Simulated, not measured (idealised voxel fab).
process module | voxel released beams
cross-section cut | 200 nm wide | cells 5 nm
A cross-section is a grid of square cells, given in bands from the top down. A band is one or more rows of cells.
Each band's line starts with the height of the band's top and of its bottom, in nm. Then come its materials from left to right, each with its width in nm. One material with "throughout" fills the band from edge to edge. "air" is empty space.
Height 0 is the level under which the wafer as received is all one material. The lowest band goes on downwards, as in "0 down".
A width such as "30 to 40" changes by the same amount from each row of cells to the next, from the band's top row to its bottom row.
"no change" after a step means that no cell of the cross-section changed.
closed voids: empty space of 8 cells or more with no open way to the top, each as width x height at its distance from the left edge, in nm
after a step's settings: what the simulator itself notes on the step
overlay nm, on a step with a mask: how far to the right of its planned place the mask lay; to the left if negative
plan
1 op RECEIVE | material Si
2 op CONFORMAL_DEP | material SiN | thk nm 5
3 op DIRECTIONAL_DEP | material SiO2 | thk nm 20
4 op DIRECTIONAL_DEP | material aC | thk nm 15
5 op PATTERN | tone open | mask id ANCHOR | material resist | width nm 35 | thk nm 30 | overlay nm 0
6 op DIRECTIONAL_ETCH | etch materials aC | depth nm 15
7 op STRIP | etch materials resist
8 op DIRECTIONAL_ETCH | etch materials SiO2 | depth nm 20
9 op STRIP | etch materials aC
10 op CONFORMAL_DEP | material TiN | thk nm 15
11 op PATTERN | tone cover | mask id BEAM | material resist | width nm 80 | thk nm 20 | overlay nm 0
12 op DIRECTIONAL_ETCH | etch materials TiN | depth nm 15
13 op STRIP | etch materials resist
14 op STRIP | etch materials SiO2
first wafer, as planned
as received, after step 1
  0 down: Si throughout
  closed voids: none
after step 2
  5 to 0: SiN throughout
  below 0: unchanged
after step 3
  25 to 5: SiO2 throughout
  below 5: unchanged
after step 4
  40 to 25: aC throughout
  below 25: unchanged
after step 5
  70 to 40: resist 60 | air 35 | resist 105
  below 40: unchanged
after step 6
  55 to 40: resist 60 | air 35 | resist 105
  40 to 25: aC 60 | air 35 | aC 105
  below 25: unchanged
after step 7
  40 to 25: aC 60 | air 35 | aC 105
  below 25: unchanged
after step 8
  40 to 25: aC 60 | air 35 | aC 105
  25 to 5: SiO2 60 | air 35 | SiO2 105
  below 5: unchanged
after step 9
  25 to 5: SiO2 60 | air 35 | SiO2 105
  below 5: unchanged
after step 10
  40 to 25: TiN 75 | air 5 | TiN 120
  25 to 20: SiO2 60 | TiN 15 | air 5 | TiN 15 | SiO2 105
  20 to 5: SiO2 60 | TiN 35 | SiO2 105
  below 5: unchanged
after step 11
  60 to 40: air 55 | resist 80 | air 65
  40 to 25: TiN 75 | resist 5 | TiN 120
  25 to 20: SiO2 60 | TiN 15 | resist 5 | TiN 15 | SiO2 105
  below 20: unchanged
after step 12
  60 to 40: air 55 | resist 80 | air 65
  40 to 25: air 55 | TiN 20 | resist 5 | TiN 55 | air 65
  below 25: unchanged
after step 13
  40 to 25: air 55 | TiN 20 | air 5 | TiN 55 | air 65
  25 to 20: SiO2 60 | TiN 15 | air 5 | TiN 15 | SiO2 105
  below 20: unchanged
after step 14
  40 to 25: air 55 | TiN 20 | air 5 | TiN 55 | air 65
  25 to 20: air 60 | TiN 15 | air 5 | TiN 15 | air 105
  20 to 5: air 60 | TiN 35 | air 105
  below 5: unchanged
second wafer: like start, like plan, one mistake. Through step 8 it matches the first wafer
when step 9 should have ended
  0 down: Si throughout
when step 10 should have ended
  15 to 0: TiN throughout
  below 0: unchanged
when step 11 should have ended
  35 to 15: air 55 | resist 80 | air 65
  below 15: unchanged
when step 12 should have ended
  35 to 15: air 55 | resist 80 | air 65
  15 to 0: air 55 | TiN 80 | air 65
  below 0: unchanged
when step 13 should have ended
  15 to 0: air 55 | TiN 80 | air 65
  below 0: unchanged
when step 14 should have ended: no change
what went wrong: step 9 ran as: op STRIP | etch materials SiN
at the end the second wafer has, in cells: 40 fewer of SiN | 24 fewer of TiN
